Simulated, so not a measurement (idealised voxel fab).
process module | voxel self aligned contacts
cross-section cut | 175 nm wide | cells 5 nm
A cross-section is a grid of square cells, given in bands from the top down. A band is one or more rows of cells.
Each band's line starts with the height of the band's top and of its bottom, in nm. Then come its materials from left to right, each with its width in nm. One material with "throughout" fills the band from edge to edge. "air" is empty space.
Height 0 is the level under which the wafer as received is all one material. The lowest band goes on downwards, as in "0 down".
A width such as "30 to 40" changes by the same amount from each row of cells to the next, from the band's top row to its bottom row.
"no change" after a step means that no cell of the cross-section changed.
closed voids: empty space of 8 cells or more with no open way to the top, each as width x height at its distance from the left edge, in nm
after a step's settings: what the simulator itself notes on the step
overlay nm, on a step with a mask: how far to the right of its planned place the mask lay; to the left if negative
plan
1 op RECEIVE | material Si
2 op CONFORMAL_DEP | material SiO2 | thk nm 5
3 op DIRECTIONAL_DEP | material polySi | thk nm 25
4 op DIRECTIONAL_DEP | material SiN | thk nm 15
5 op DIRECTIONAL_DEP | material aC | thk nm 10
6 op PATTERN | tone cover | mask id GATE | material resist | width nm 30 | pitch nm 60 | thk nm 30 | overlay nm 0
7 op DIRECTIONAL_ETCH | etch materials aC | depth nm 10
8 op STRIP | etch materials resist
9 op DIRECTIONAL_ETCH | etch materials SiN | depth nm 15
10 op DIRECTIONAL_ETCH | etch materials polySi | depth nm 25
11 op STRIP | etch materials aC
12 op CONFORMAL_DEP | material SiN | thk nm 5
13 op DIRECTIONAL_ETCH | etch materials SiN | depth nm 5
14 op FILL_DEP | material SiO2 | thk nm 15
15 op CMP | height nm 55
16 op DIRECTIONAL_DEP | material aC | thk nm 10
17 op PATTERN | tone open | mask id CONTACT | material resist | width nm 40 | thk nm 30 | overlay nm 0
18 op DIRECTIONAL_ETCH | etch materials aC | depth nm 10
19 op STRIP | etch materials resist
20 op DIRECTIONAL_ETCH | etch materials SiO2 | depth nm 55
21 op STRIP | etch materials aC
22 op CONFORMAL_DEP | material TiN | thk nm 5
23 op FILL_DEP | material Ru | thk nm 5
24 op CMP | height nm 55
25 op CONFORMAL_DEP | material SiCN | thk nm 5
first wafer, as planned
as received, after step 1
  0 down: Si throughout
  closed voids: none
after step 2
  5 to 0: SiO2 throughout
  below 0: unchanged
after step 3
  30 to 5: polySi throughout
  below 5: unchanged
after step 4
  45 to 30: SiN throughout
  below 30: unchanged
after step 5
  55 to 45: aC throughout
  below 45: unchanged
after step 6
  85 to 55: air 40 | resist 30 | air 30 | resist 30 | air 45
  below 55: unchanged
after step 7
  75 to 55: air 40 | resist 30 | air 30 | resist 30 | air 45
  55 to 45: air 40 | aC 30 | air 30 | aC 30 | air 45
  below 45: unchanged
after step 8
  55 to 45: air 40 | aC 30 | air 30 | aC 30 | air 45
  below 45: unchanged
after step 9
  55 to 45: air 40 | aC 30 | air 30 | aC 30 | air 45
  45 to 30: air 40 | SiN 30 | air 30 | SiN 30 | air 45
  below 30: unchanged
after step 10
  55 to 45: air 40 | aC 30 | air 30 | aC 30 | air 45
  45 to 30: air 40 | SiN 30 | air 30 | SiN 30 | air 45
  30 to 5: air 40 | polySi 30 | air 30 | polySi 30 | air 45
  below 5: unchanged
after step 11
  45 to 30: air 40 | SiN 30 | air 30 | SiN 30 | air 45
  below 30: unchanged
after step 12
  50 to 30: air 35 | SiN 40 | air 20 | SiN 40 | air 40
  30 to 10: air 35 | SiN 5 | polySi 30 | SiN 5 | air 20 | SiN 5 | polySi 30 | SiN 5 | air 40
  10 to 5: SiN 40 | polySi 30 | SiN 30 | polySi 30 | SiN 45
  below 5: unchanged
after step 13
  45 to 30: air 35 | SiN 40 | air 20 | SiN 40 | air 40
  30 to 5: air 35 | SiN 5 | polySi 30 | SiN 5 | air 20 | SiN 5 | polySi 30 | SiN 5 | air 40
  below 5: unchanged
after step 14
  60 to 45: SiO2 throughout
  45 to 30: SiO2 35 | SiN 40 | SiO2 20 | SiN 40 | SiO2 40
  30 to 5: SiO2 35 | SiN 5 | polySi 30 | SiN 5 | SiO2 20 | SiN 5 | polySi 30 | SiN 5 | SiO2 40
  below 5: unchanged
after step 15
  55 to 45: SiO2 throughout
  below 45: unchanged
after step 16
  65 to 55: aC throughout
  below 55: unchanged
after step 17
  95 to 65: resist 65 | air 40 | resist 70
  below 65: unchanged
after step 18
  85 to 65: resist 65 | air 40 | resist 70
  65 to 55: aC 65 | air 40 | aC 70
  below 55: unchanged
after step 19
  65 to 55: aC 65 | air 40 | aC 70
  below 55: unchanged
after step 20
  65 to 55: aC 65 | air 40 | aC 70
  55 to 45: SiO2 65 | air 40 | SiO2 70
  45 to 30: SiO2 35 | SiN 40 | air 20 | SiN 40 | SiO2 40
  30 to 5: SiO2 35 | SiN 5 | polySi 30 | SiN 5 | air 20 | SiN 5 | polySi 30 | SiN 5 | SiO2 40
  5 to 0: SiO2 75 | air 20 | SiO2 80
  below 0: unchanged
after step 21
  55 to 45: SiO2 65 | air 40 | SiO2 70
  below 45: unchanged
after step 22
  60 to 55: TiN 70 | air 30 | TiN 75
  55 to 45: SiO2 65 | TiN 5 to 15 | air 30 to 10 | TiN 5 to 15 | SiO2 70
  45 to 30: SiO2 35 | SiN 40 | TiN 5 | air 10 | TiN 5 | SiN 40 | SiO2 40
  30 to 5: SiO2 35 | SiN 5 | polySi 30 | SiN 5 | TiN 5 | air 10 | TiN 5 | SiN 5 | polySi 30 | SiN 5 | SiO2 40
  5 to 0: SiO2 75 | TiN 20 | SiO2 80
  below 0: unchanged
after step 23
  65 to 60: Ru throughout
  60 to 55: TiN 70 | Ru 30 | TiN 75
  55 to 45: SiO2 65 | TiN 5 to 15 | Ru 30 to 10 | TiN 5 to 15 | SiO2 70
  45 to 30: SiO2 35 | SiN 40 | TiN 5 | Ru 10 | TiN 5 | SiN 40 | SiO2 40
  30 to 5: SiO2 35 | SiN 5 | polySi 30 | SiN 5 | TiN 5 | Ru 10 | TiN 5 | SiN 5 | polySi 30 | SiN 5 | SiO2 40
  below 5: unchanged
after step 24
  55 to 45: SiO2 65 | TiN 5 to 15 | Ru 30 to 10 | TiN 5 to 15 | SiO2 70
  below 45: unchanged
after step 25
  60 to 55: SiCN throughout
  below 55: unchanged
second wafer: like start, like plan, one mistake. Through step 3 it matches the first wafer
when step 4 should have ended
  60 to 30: SiN throughout
  below 30: unchanged
when step 5 should have ended
  70 to 60: aC throughout
  below 60: unchanged
when step 6 should have ended
  100 to 70: air 40 | resist 30 | air 30 | resist 30 | air 45
  below 70: unchanged
when step 7 should have ended
  90 to 70: air 40 | resist 30 | air 30 | resist 30 | air 45
  70 to 60: air 40 | aC 30 | air 30 | aC 30 | air 45
  below 60: unchanged
when step 8 should have ended
  70 to 60: air 40 | aC 30 | air 30 | aC 30 | air 45
  below 60: unchanged
when step 9 should have ended
  70 to 60: air 40 | aC 30 | air 30 | aC 30 | air 45
  60 to 45: air 40 | SiN 30 | air 30 | SiN 30 | air 45
  below 45: unchanged
when step 10 should have ended: no change
when step 11 should have ended
  60 to 45: air 40 | SiN 30 | air 30 | SiN 30 | air 45
  below 45: unchanged
when step 12 should have ended
  65 to 50: air 35 | SiN 40 | air 20 | SiN 40 | air 40
  50 to 30: SiN throughout
  below 30: unchanged
when step 13 should have ended
  60 to 45: air 35 | SiN 40 | air 20 | SiN 40 | air 40
  below 45: unchanged
when step 14 should have ended
  75 to 60: SiO2 throughout
  60 to 45: SiO2 35 | SiN 40 | SiO2 20 | SiN 40 | SiO2 40
  below 45: unchanged
when step 15 should have ended
  55 to 45: SiO2 35 | SiN 40 | SiO2 20 | SiN 40 | SiO2 40
  below 45: unchanged
when step 16 should have ended
  65 to 55: aC throughout
  below 55: unchanged
when step 17 should have ended
  95 to 65: resist 65 | air 40 | resist 70
  below 65: unchanged
when step 18 should have ended
  85 to 65: resist 65 | air 40 | resist 70
  65 to 55: aC 65 | air 40 | aC 70
  below 55: unchanged
when step 19 should have ended
  65 to 55: aC 65 | air 40 | aC 70
  below 55: unchanged
when step 20 should have ended
  65 to 55: aC 65 | air 40 | aC 70
  55 to 45: SiO2 35 | SiN 40 | air 20 | SiN 40 | SiO2 40
  below 45: unchanged
when step 21 should have ended
  55 to 45: SiO2 35 | SiN 40 | air 20 | SiN 40 | SiO2 40
  below 45: unchanged
when step 22 should have ended
  60 to 55: TiN 80 | air 10 | TiN 85
  55 to 50: SiO2 35 | SiN 40 | TiN 5 | air 10 | TiN 5 | SiN 40 | SiO2 40
  50 to 45: SiO2 35 | SiN 40 | TiN 20 | SiN 40 | SiO2 40
  below 45: unchanged
when step 23 should have ended
  65 to 60: Ru throughout
  60 to 55: TiN 80 | Ru 10 | TiN 85
  55 to 50: SiO2 35 | SiN 40 | TiN 5 | Ru 10 | TiN 5 | SiN 40 | SiO2 40
  below 50: unchanged
when step 24 should have ended
  55 to 50: SiO2 35 | SiN 40 | TiN 5 | Ru 10 | TiN 5 | SiN 40 | SiO2 40
  below 50: unchanged
when step 25 should have ended
  60 to 55: SiCN throughout
  below 55: unchanged
what went wrong: step 4 was run twice
at the end the second wafer has, in cells: 22 fewer of Ru | 69 more of SiN | 140 fewer of SiO2 | 22 fewer of TiN | 115 more of polySi
